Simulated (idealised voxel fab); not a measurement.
process module | voxel released beams
cross-section cut | 215 nm wide | cells 5 nm
A cross-section is a grid of square cells, given in bands from the top down. A band is one or more rows of cells.
Each band's line starts with the height of the band's top and of its bottom, in nm. Then come its materials from left to right, each with its width in nm. One material with "throughout" fills the band from edge to edge. "air" is empty space.
Height 0 is the level under which the wafer as received is all one material. The lowest band goes on downwards, as in "0 down".
A width such as "30 to 40" changes by the same amount from each row of cells to the next, from the band's top row to its bottom row.
"no change" after a step means that no cell of the cross-section changed.
closed voids: empty space of 8 cells or more with no open way to the top, each as width x height at its distance from the left edge, in nm
after a step's settings: what the simulator itself notes on the step
overlay nm, on a step with a mask: how far to the right of its planned place the mask lay; to the left if negative
plan
1 op RECEIVE | material Si
2 op CONFORMAL_DEP | material Al2O3 | thk nm 5
3 op DIRECTIONAL_DEP | material SiO2 | thk nm 10
4 op PATTERN | tone open | mask id ANCHOR | material resist | width nm 45 | thk nm 15 | overlay nm 0
5 op DIRECTIONAL_ETCH | etch materials SiO2 | depth nm 5
6 op STRIP | etch materials resist
7 op CONFORMAL_DEP | material polySi | thk nm 15
8 op PATTERN | tone cover | mask id BEAM | material resist | width nm 125 | thk nm 15 | overlay nm 0
9 op DIRECTIONAL_ETCH | etch materials polySi | depth nm 15
10 op STRIP | etch materials resist
11 op STRIP | etch materials SiO2
varied across the wafers: depth nm of step 5. The plan shows the first wafer's value. All wafers start alike
first wafer as received, after step 1
  0 down: Si throughout
  closed voids: none
each wafer at the end: cells of each material gained (+) or lost (-) since it was received, then its closed voids
depth nm 5 | +43 Al2O3 | closed voids: none
depth nm 10 | +43 Al2O3 | +87 polySi | closed voids: none
depth nm 15 | +43 Al2O3 | +87 polySi | closed voids: none
depth nm 20 | +43 Al2O3 | +87 polySi | closed voids: none
depth nm 25 | +43 Al2O3 | +87 polySi | closed voids: none
